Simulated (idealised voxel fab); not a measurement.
A process module follows: voxel self aligned contacts.
Each square cell in cross-section cut measures 5 nm, and the section as a whole is 200 nm wide.
Cross-section format: a grid of square cells, given as bands from top to bottom; each band is one or more rows of cells. A band entry consists of two parts. The first gives the height of the band's top and the height of its bottom, in nm. The rest lists the band's materials from left to right, each with its width in nm. A single material labelled with the word "throughout" fills the band from edge to edge, and the word "blank" marks empty space. Counting heights begins at 0, where everything beneath is, in the wafer as received, one material. The lowest band has no bottom; it goes on downwards, as "0 down" shows. The width entry "30..40" should be interpreted row by row: the top row of cells in the band takes the first number, the bottom row takes the second number, and the change between adjacent rows is uniform throughout. Any step labelled "no modifications" changed none of the cells in the cross-section. If an empty space has no open way to the top and is at least 8 cells in size, "Closed cavities" lists it, written width x height at distance, where distance is measured from the left edge and every value is in nm. Step line, after settings: the simulator's comment on this step. Steps that use a mask can have "overlay nm" on their line. It says how far the mask sat to the right of where it was meant to be. Negative means to the left.

SET OUT BELOW ARE THE PLANNED STEPS OF THE PROCESS
1 RECEIVE [material Si]
2 OXIDIZE [depth nm 5]
3 DIRECTIONAL_DEP [material polySi] [thk nm 30]
4 DIRECTIONAL_DEP [material SiN] [thk nm 15]
5 MASKED_ETCH [tone cover] [mask id GATE] [width nm 35] [pitch nm 60] [etch materials SiN] [depth nm 15] [overlay nm 0]
6 MASKED_ETCH [tone cover] [mask id GATE] [width nm 35] [pitch nm 60] [etch materials polySi] [depth nm 30] [overlay nm 0]
7 CONFORMAL_DEP [material SiN] [thk nm 5]
8 DIRECTIONAL_ETCH [etch materials SiN] [depth nm 5]
9 FILL_DEP [material SiO2] [thk nm 20]
10 CMP [height nm 55]
11 MASKED_ETCH [tone open] [mask id CONTACT] [width nm 35] [pitch nm 60] [etch materials SiO2] [depth nm 60] [overlay nm 0]
12 CONFORMAL_DEP [material TiN] [thk nm 5]
13 FILL_DEP [material W] [thk nm 10]
14 CMP [height nm 55]
15 CONFORMAL_DEP [material SiN] [thk nm 5]

RECEIVED-STATE CROSS-SECTION, REFLECTING COMPLETION OF STEP 1
- 0 down  Si throughout
- Closed cavities: none

END STATE OF THE MODULE IN CROSS-SECTION, GIVEN THE ABOVE STARTING POINT AND PLAN AND ONE MISTAKE IN EXECUTION
- 60 to 55  SiN throughout
- 55 to 45  50 of SiO2 / 5..15 of TiN / 25..5 of W / 5..15 of TiN / 25 of SiO2 / 5..15 of TiN / 25..5 of W / 5..15 of TiN / 55 of SiO2
- 45 to 40  15 of SiO2 / 45 of SiN / 15 of TiN / 45 of SiN / 15 of TiN / 45 of SiN / 20 of SiO2
- 40 to 30  SiN throughout
- 30 to 0  polySi throughout
- 0 to -5  SiO2 throughout
- -5 down  Si throughout
- Closed cavities: none
Plan not followed: note that step 5 departed from the planned setting and was carried out as MASKED_ETCH [tone cover] [mask id GATE] [width nm 35] [pitch nm 60] [etch materials SiN] [depth nm 5] [overlay nm 0]
